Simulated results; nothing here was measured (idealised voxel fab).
You're looking at the process module voxel self aligned vias.
Displayed cross-section: cut, width of 210 nm, square cells sized 5 nm.
Cross-section format: a grid of square cells, given as bands from top to bottom; each band is one or more rows of cells.
What a band's entry tells you: where the top is and where the bottom is, as heights in nm, and after that what lies inside, material by material from left to right, each with its width in nm. Empty space is written as the word "empty", and a single material marked with the word "throughout" occupies the band from edge to edge.
Height reference: 0 = level under which incoming wafer is all one material. Lowest band: no bottom, runs on downward, e.g. "z 0 and below".
So if you see something like "30->40" for the width, read it as the top row of the band sitting at the first number and the bottom row at the second, with every row in between moving by the same amount as the last.
For the purposes of this document, the phrase "nothing got changed" attached to a step denotes that no cell within the cross-section was modified by that step.
The entry titled "Enclosed void listing" provides the empty spaces that have no open way to the top, restricted to those of 8 cells or more. Each is presented as width x height at distance, the distance being measured from the left edge, with all three in nm.
Formally, on a step line, whatever follows the settings is a remark that the simulator itself makes on the step.
When a step includes a mask, the "overlay nm" setting on its line states how far to the right of its planned place that mask lay, and negative values state how far to the left.
### Planned step list for the process
1) RECEIVE with material Si
2) CONFORMAL_DEP with material SiO2, thk nm 10
3) CONFORMAL_DEP with material SiCN, thk nm 5
4) DIRECTIONAL_DEP with material lowk, thk nm 30
5) PATTERN with tone open, mask id LINES, material resist, width nm 20, pitch nm 55, thk nm 15, overlay nm 0
6) DIRECTIONAL_ETCH with etch materials lowk, depth nm 30
7) STRIP with etch materials resist
8) CONFORMAL_DEP with material TiN, thk nm 5
9) FILL_DEP with material W, thk nm 10
10) CMP with height nm 45
11) SELECTIVE_ETCH with etch materials W Ru TiN, depth nm 10
12) FILL_DEP with material SiN, thk nm 5
13) CMP with height nm 45
14) DIRECTIONAL_DEP with material lowk, thk nm 20
15) MASKED_ETCH with tone open, mask id VIAS, width nm 40, etch materials lowk, depth nm 20, overlay nm 0
16) MASKED_ETCH with tone open, mask id VIAS, width nm 40, etch materials SiN, depth nm 10, overlay nm 0
17) CONFORMAL_DEP with material TiN, thk nm 5
18) FILL_DEP with material W, thk nm 10
19) CMP with height nm 65
20) CONFORMAL_DEP with material SiCN, thk nm 5
### Account of the first of two wafers, which was processed as intended
### Cross-section, incoming material, after step 1
- z 0 and below | Si throughout
- Enclosed void listing: none
### Step 2 complete: cross-section through the wafer
- z 10 to 0 | SiO2 throughout
- Whatever lies below 0 is exactly as it was before.
### Step 3 complete: cross-section through the wafer
- z 15 to 10 | SiCN throughout
- Whatever lies below 10 is exactly as it was before.
### Step 4 complete: cross-section through the wafer
- z 45 to 15 | lowk throughout
- Whatever lies below 15 is exactly as it was before.
### Step 5 complete: cross-section through the wafer
- z 60 to 45 | 65 nm resist  20 nm empty  35 nm resist  20 nm empty  70 nm resist
- Whatever lies below 45 is exactly as it was before.
### Step 6 complete: cross-section through the wafer
- z 60 to 45 | 65 nm resist  20 nm empty  35 nm resist  20 nm empty  70 nm resist
- z 45 to 15 | 65 nm lowk  20 nm empty  35 nm lowk  20 nm empty  70 nm lowk
- Whatever lies below 15 is exactly as it was before.
### Step 7 complete: cross-section through the wafer
- z 45 to 15 | 65 nm lowk  20 nm empty  35 nm lowk  20 nm empty  70 nm lowk
- Whatever lies below 15 is exactly as it was before.
### Step 8 complete: cross-section through the wafer
- z 50 to 45 | 70 nm TiN  10 nm empty  45 nm TiN  10 nm empty  75 nm TiN
- z 45 to 20 | 65 nm lowk  5 nm TiN  10 nm empty  5 nm TiN  35 nm lowk  5 nm TiN  10 nm empty  5 nm TiN  70 nm lowk
- z 20 to 15 | 65 nm lowk  20 nm TiN  35 nm lowk  20 nm TiN  70 nm lowk
- Whatever lies below 15 is exactly as it was before.
### Step 9 complete: cross-section through the wafer
- z 60 to 50 | W throughout
- z 50 to 45 | 70 nm TiN  10 nm W  45 nm TiN  10 nm W  75 nm TiN
- z 45 to 20 | 65 nm lowk  5 nm TiN  10 nm W  5 nm TiN  35 nm lowk  5 nm TiN  10 nm W  5 nm TiN  70 nm lowk
- Whatever lies below 20 is exactly as it was before.
### Step 10 complete: cross-section through the wafer
- z 45 to 20 | 65 nm lowk  5 nm TiN  10 nm W  5 nm TiN  35 nm lowk  5 nm TiN  10 nm W  5 nm TiN  70 nm lowk
- Whatever lies below 20 is exactly as it was before.
### Step 11 complete: cross-section through the wafer
- z 45 to 35 | 65 nm lowk  20 nm empty  35 nm lowk  20 nm empty  70 nm lowk
- Whatever lies below 35 is exactly as it was before.
### Step 12 complete: cross-section through the wafer
- z 50 to 45 | SiN throughout
- z 45 to 35 | 65 nm lowk  20 nm SiN  35 nm lowk  20 nm SiN  70 nm lowk
- Whatever lies below 35 is exactly as it was before.
### Step 13 complete: cross-section through the wafer
- z 45 to 35 | 65 nm lowk  20 nm SiN  35 nm lowk  20 nm SiN  70 nm lowk
- Whatever lies below 35 is exactly as it was before.
### Step 14 complete: cross-section through the wafer
- z 65 to 45 | lowk throughout
- Whatever lies below 45 is exactly as it was before.
### Step 15 complete: cross-section through the wafer
- z 65 to 45 | 55 nm lowk  40 nm empty  115 nm lowk
- Whatever lies below 45 is exactly as it was before.
### Step 16 complete: cross-section through the wafer
- z 65 to 45 | 55 nm lowk  40 nm empty  115 nm lowk
- z 45 to 35 | 65 nm lowk  20 nm empty  35 nm lowk  20 nm SiN  70 nm lowk
- Whatever lies below 35 is exactly as it was before.
### Step 17 complete: cross-section through the wafer
- z 70 to 65 | 60 nm TiN  30 nm empty  120 nm TiN
- z 65 to 50 | 55 nm lowk  5 nm TiN  30 nm empty  5 nm TiN  115 nm lowk
- z 50 to 45 | 55 nm lowk  15 nm TiN  10 nm empty  15 nm TiN  115 nm lowk
- z 45 to 40 | 65 nm lowk  5 nm TiN  10 nm empty  5 nm TiN  35 nm lowk  20 nm SiN  70 nm lowk
- z 40 to 35 | 65 nm lowk  20 nm TiN  35 nm lowk  20 nm SiN  70 nm lowk
- Whatever lies below 35 is exactly as it was before.
### Step 18 complete: cross-section through the wafer
- z 80 to 70 | W throughout
- z 70 to 65 | 60 nm TiN  30 nm W  120 nm TiN
- z 65 to 50 | 55 nm lowk  5 nm TiN  30 nm W  5 nm TiN  115 nm lowk
- z 50 to 45 | 55 nm lowk  15 nm TiN  10 nm W  15 nm TiN  115 nm lowk
- z 45 to 40 | 65 nm lowk  5 nm TiN  10 nm W  5 nm TiN  35 nm lowk  20 nm SiN  70 nm lowk
- Whatever lies below 40 is exactly as it was before.
### Step 19 complete: cross-section through the wafer
- z 65 to 50 | 55 nm lowk  5 nm TiN  30 nm W  5 nm TiN  115 nm lowk
- Whatever lies below 50 is exactly as it was before.
### Step 20 complete: cross-section through the wafer
- z 70 to 65 | SiCN throughout
- Whatever lies below 65 is exactly as it was before.
### For the second wafer, take the first wafer's start and plan, then add one mistake made in running it; everything through step 14, that step included, is shared with the first
### Second wafer at the planned finish of step 15, seen in cross-section
- z 65 to 45 | 55 nm empty  40 nm lowk  115 nm empty
- Whatever lies below 45 is exactly as it was before.
Second wafer at the planned finish of step 16, seen in cross-section: nothing got changed
### Second wafer at the planned finish of step 17, seen in cross-section
- z 70 to 65 | 50 nm empty  50 nm TiN  110 nm empty
- z 65 to 50 | 50 nm empty  5 nm TiN  40 nm lowk  5 nm TiN  110 nm empty
- z 50 to 45 | 55 nm TiN  40 nm lowk  115 nm TiN
- Whatever lies below 45 is exactly as it was before.
### Second wafer at the planned finish of step 18, seen in cross-section
- z 80 to 70 | W throughout
- z 70 to 65 | 50 nm W  50 nm TiN  110 nm W
- z 65 to 50 | 50 nm W  5 nm TiN  40 nm lowk  5 nm TiN  110 nm W
- Whatever lies below 50 is exactly as it was before.
### Second wafer at the planned finish of step 19, seen in cross-section
- z 65 to 50 | 50 nm W  5 nm TiN  40 nm lowk  5 nm TiN  110 nm W
- Whatever lies below 50 is exactly as it was before.
### Second wafer at the planned finish of step 20, seen in cross-section
- z 70 to 65 | SiCN throughout
- Whatever lies below 65 is exactly as it was before.
Which mistake was made when the wafer was run? step 15 ran as: MASKED_ETCH with tone cover, mask id VIAS, width nm 40, etch materials lowk, depth nm 20, overlay nm 0
Wrapping up, a cell-based count of both wafers puts the second over or under the first for these materials: +8 SiN | +22 TiN | +74 W | -104 lowk
